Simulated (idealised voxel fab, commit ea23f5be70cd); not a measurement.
Proc. module: voxel self aligned contacts
The figure presents cross-section cut, which has a width of 255 nm and is divided into square cells with an edge length of 5 nm.
Format of a cross-section: grid, square cells. Given as bands. Order: top down. Band: one or more rows of cells.
A band entry consists of two parts. The first gives the height of the band's top and the height of its bottom, in nm. The rest lists the band's materials from left to right, each with its width in nm. A single material labelled with the word "all across" fills the band from edge to edge, and the word "air" marks empty space.
We count height from 0. Below that, the starting wafer is all one material. The lowest band never ends at the bottom but goes on down; see "from 0 down" for how that is written.
So if you see something like "30->40" for the width, read it as the top row of the band sitting at the first number and the bottom row at the second, with every row in between moving by the same amount as the last.
"all unchanged" (step): cross-section cells unchanged, all of them.
Empty spaces without an open route to the top, at least 8 cells in extent, make up the entry "Enclosed internal voids"; each is given as width x height at distance, where the distance is measured from the left edge, and all are in nm.
Read whatever lies past the settings on a step's line as the simulator's own remark about the step.
The line of a step may include "overlay nm". On a step with a mask, this value is how far to the right of its planned place the mask lay. A negative value means the mask lay to the left.

**The planned process steps are enumerated hereunder**
1) RECEIVE (material Si)
2) CONFORMAL_DEP (material SiO2; thk nm 5)
3) DIRECTIONAL_DEP (material polySi; thk nm 25)
4) DIRECTIONAL_DEP (material SiN; thk nm 25)
5) MASKED_ETCH (tone cover; mask id GATE; width nm 30; pitch nm 70; etch materials SiN; depth nm 25; overlay nm 0)
6) MASKED_ETCH (tone cover; mask id GATE; width nm 30; pitch nm 70; etch materials polySi; depth nm 25; overlay nm 0)
7) CONFORMAL_DEP (material SiN; thk nm 10)
8) DIRECTIONAL_ETCH (etch materials SiN; depth nm 10)
9) FILL_DEP (material SiO2; thk nm 10)
10) CMP (height nm 60)
11) DIRECTIONAL_DEP (material aC; thk nm 15)
12) PATTERN (tone open; mask id CONTACT; material resist; width nm 50; thk nm 30; overlay nm 0)
13) DIRECTIONAL_ETCH (etch materials aC; depth nm 15)
14) STRIP (etch materials resist)
15) DIRECTIONAL_ETCH (etch materials SiO2; depth nm 60)
16) STRIP (etch materials aC)
17) CONFORMAL_DEP (material TiN; thk nm 5)
18) FILL_DEP (material Ru; thk nm 5)
19) CMP (height nm 60)
20) CONFORMAL_DEP (material SiCN; thk nm 5)

**The first of two wafers, run as planned**

**So this is the incoming wafer in cross-section - it's already been through step 1**
* from 0 down = Si all across
* Enclosed internal voids: none

**After step 2, in cross-section**
* from 5 to 0 = SiO2 all across
* Note: structure below 0 unchanged.

**After step 3, in cross-section**
* from 30 to 5 = polySi all across
* Note: structure below 5 unchanged.

**After step 4, in cross-section**
* from 55 to 30 = SiN all across
* Note: structure below 30 unchanged.

**After step 5, in cross-section**
* from 55 to 30 = 75 nm air | 30 nm SiN | 40 nm air | 30 nm SiN | 80 nm air
* Note: structure below 30 unchanged.

**After step 6, in cross-section**
* from 55 to 30 = 75 nm air | 30 nm SiN | 40 nm air | 30 nm SiN | 80 nm air
* from 30 to 5 = 75 nm air | 30 nm polySi | 40 nm air | 30 nm polySi | 80 nm air
* Note: structure below 5 unchanged.

**After step 7, in cross-section**
* from 65 to 30 = 65 nm air | 50 nm SiN | 20 nm air | 50 nm SiN | 70 nm air
* from 30 to 15 = 65 nm air | 10 nm SiN | 30 nm polySi | 10 nm SiN | 20 nm air | 10 nm SiN | 30 nm polySi | 10 nm SiN | 70 nm air
* from 15 to 5 = 75 nm SiN | 30 nm polySi | 40 nm SiN | 30 nm polySi | 80 nm SiN
* Note: structure below 5 unchanged.

**After step 8, in cross-section**
* from 55 to 30 = 65 nm air | 50 nm SiN | 20 nm air | 50 nm SiN | 70 nm air
* from 30 to 5 = 65 nm air | 10 nm SiN | 30 nm polySi | 10 nm SiN | 20 nm air | 10 nm SiN | 30 nm polySi | 10 nm SiN | 70 nm air
* Note: structure below 5 unchanged.

**After step 9, in cross-section**
* from 65 to 55 = SiO2 all across
* from 55 to 30 = 65 nm SiO2 | 50 nm SiN | 20 nm SiO2 | 50 nm SiN | 70 nm SiO2
* from 30 to 5 = 65 nm SiO2 | 10 nm SiN | 30 nm polySi | 10 nm SiN | 20 nm SiO2 | 10 nm SiN | 30 nm polySi | 10 nm SiN | 70 nm SiO2
* Note: structure below 5 unchanged.

**After step 10, in cross-section**
* from 60 to 55 = SiO2 all across
* Note: structure below 55 unchanged.

**After step 11, in cross-section**
* from 75 to 60 = aC all across
* Note: structure below 60 unchanged.

**After step 12, in cross-section**
* from 105 to 75 = 100 nm resist | 50 nm air | 105 nm resist
* Note: structure below 75 unchanged.

**After step 13, in cross-section**
* from 90 to 75 = 100 nm resist | 50 nm air | 105 nm resist
* from 75 to 60 = 100 nm aC | 50 nm air | 105 nm aC
* Note: structure below 60 unchanged.

**After step 14, in cross-section**
* from 75 to 60 = 100 nm aC | 50 nm air | 105 nm aC
* Note: structure below 60 unchanged.

**After step 15, in cross-section**
* from 75 to 60 = 100 nm aC | 50 nm air | 105 nm aC
* from 60 to 55 = 100 nm SiO2 | 50 nm air | 105 nm SiO2
* from 55 to 30 = 65 nm SiO2 | 50 nm SiN | 20 nm air | 50 nm SiN | 70 nm SiO2
* from 30 to 5 = 65 nm SiO2 | 10 nm SiN | 30 nm polySi | 10 nm SiN | 20 nm air | 10 nm SiN | 30 nm polySi | 10 nm SiN | 70 nm SiO2
* from 5 to 0 = 115 nm SiO2 | 20 nm air | 120 nm SiO2
* Note: structure below 0 unchanged.

**After step 16, in cross-section**
* from 60 to 55 = 100 nm SiO2 | 50 nm air | 105 nm SiO2
* Note: structure below 55 unchanged.

**After step 17, in cross-section**
* from 65 to 60 = 105 nm TiN | 40 nm air | 110 nm TiN
* from 60 to 55 = 100 nm SiO2 | 20 nm TiN | 10 nm air | 20 nm TiN | 105 nm SiO2
* from 55 to 30 = 65 nm SiO2 | 50 nm SiN | 5 nm TiN | 10 nm air | 5 nm TiN | 50 nm SiN | 70 nm SiO2
* from 30 to 5 = 65 nm SiO2 | 10 nm SiN | 30 nm polySi | 10 nm SiN | 5 nm TiN | 10 nm air | 5 nm TiN | 10 nm SiN | 30 nm polySi | 10 nm SiN | 70 nm SiO2
* from 5 to 0 = 115 nm SiO2 | 20 nm TiN | 120 nm SiO2
* Note: structure below 0 unchanged.

**After step 18, in cross-section**
* from 70 to 65 = Ru all across
* from 65 to 60 = 105 nm TiN | 40 nm Ru | 110 nm TiN
* from 60 to 55 = 100 nm SiO2 | 20 nm TiN | 10 nm Ru | 20 nm TiN | 105 nm SiO2
* from 55 to 30 = 65 nm SiO2 | 50 nm SiN | 5 nm TiN | 10 nm Ru | 5 nm TiN | 50 nm SiN | 70 nm SiO2
* from 30 to 5 = 65 nm SiO2 | 10 nm SiN | 30 nm polySi | 10 nm SiN | 5 nm TiN | 10 nm Ru | 5 nm TiN | 10 nm SiN | 30 nm polySi | 10 nm SiN | 70 nm SiO2
* Note: structure below 5 unchanged.

**After step 19, in cross-section**
* from 60 to 55 = 100 nm SiO2 | 20 nm TiN | 10 nm Ru | 20 nm TiN | 105 nm SiO2
* Note: structure below 55 unchanged.

**After step 20, in cross-section**
* from 65 to 60 = SiCN all across
* Note: structure below 60 unchanged.

**For the second wafer, take the first wafer's start and plan, then add one mistake made in running it; everything through step 11, that step included, is shared with the first**

**Planned end of step 12: second wafer, cross-section**
* from 105 to 75 = 100 nm air | 50 nm resist | 105 nm air
* Note: structure below 75 unchanged.

**Planned end of step 13: second wafer, cross-section**
* from 90 to 75 = 100 nm air | 50 nm resist | 105 nm air
* from 75 to 60 = 100 nm air | 50 nm aC | 105 nm air
* Note: structure below 60 unchanged.

**Planned end of step 14: second wafer, cross-section**
* from 75 to 60 = 100 nm air | 50 nm aC | 105 nm air
* Note: structure below 60 unchanged.

**Planned end of step 15: second wafer, cross-section**
* from 75 to 60 = 100 nm air | 50 nm aC | 105 nm air
* from 60 to 55 = 100 nm air | 50 nm SiO2 | 105 nm air
* from 55 to 30 = 65 nm air | 50 nm SiN | 20 nm SiO2 | 50 nm SiN | 70 nm air
* from 30 to 5 = 65 nm air | 10 nm SiN | 30 nm polySi | 10 nm SiN | 20 nm SiO2 | 10 nm SiN | 30 nm polySi | 10 nm SiN | 70 nm air
* from 5 to 0 = 65 nm air | 120 nm SiO2 | 70 nm air
* Note: structure below 0 unchanged.

**Planned end of step 16: second wafer, cross-section**
* from 60 to 55 = 100 nm air | 50 nm SiO2 | 105 nm air
* Note: structure below 55 unchanged.

**Planned end of step 17: second wafer, cross-section**
* from 65 to 60 = 95 nm air | 60 nm TiN | 100 nm air
* from 60 to 55 = 60 nm air | 40 nm TiN | 50 nm SiO2 | 40 nm TiN | 65 nm air
* from 55 to 30 = 60 nm air | 5 nm TiN | 50 nm SiN | 20 nm SiO2 | 50 nm SiN | 5 nm TiN | 65 nm air
* from 30 to 5 = 60 nm air | 5 nm TiN | 10 nm SiN | 30 nm polySi | 10 nm SiN | 20 nm SiO2 | 10 nm SiN | 30 nm polySi | 10 nm SiN | 5 nm TiN | 65 nm air
* from 5 to 0 = 65 nm TiN | 120 nm SiO2 | 70 nm TiN
* Note: structure below 0 unchanged.

**Planned end of step 18: second wafer, cross-section**
* from 70 to 65 = Ru all across
* from 65 to 60 = 95 nm Ru | 60 nm TiN | 100 nm Ru
* from 60 to 55 = 60 nm Ru | 40 nm TiN | 50 nm SiO2 | 40 nm TiN | 65 nm Ru
* from 55 to 30 = 60 nm Ru | 5 nm TiN | 50 nm SiN | 20 nm SiO2 | 50 nm SiN | 5 nm TiN | 65 nm Ru
* from 30 to 5 = 60 nm Ru | 5 nm TiN | 10 nm SiN | 30 nm polySi | 10 nm SiN | 20 nm SiO2 | 10 nm SiN | 30 nm polySi | 10 nm SiN | 5 nm TiN | 65 nm Ru
* Note: structure below 5 unchanged.

**Planned end of step 19: second wafer, cross-section**
* from 60 to 55 = 60 nm Ru | 40 nm TiN | 50 nm SiO2 | 40 nm TiN | 65 nm Ru
* Note: structure below 55 unchanged.

**Planned end of step 20: second wafer, cross-section**
* from 65 to 60 = SiCN all across
* Note: structure below 60 unchanged.
What was done differently from what was planned? step 12 was processed under conditions differing from the plan, specifically as PATTERN (tone cover; mask id CONTACT; material resist; width nm 50; thk nm 30; overlay nm 0)
Counted in cells at the end, the second wafer holds more or fewer of these materials than the first: 253 more of Ru; 284 fewer of SiO2; 31 more of TiN
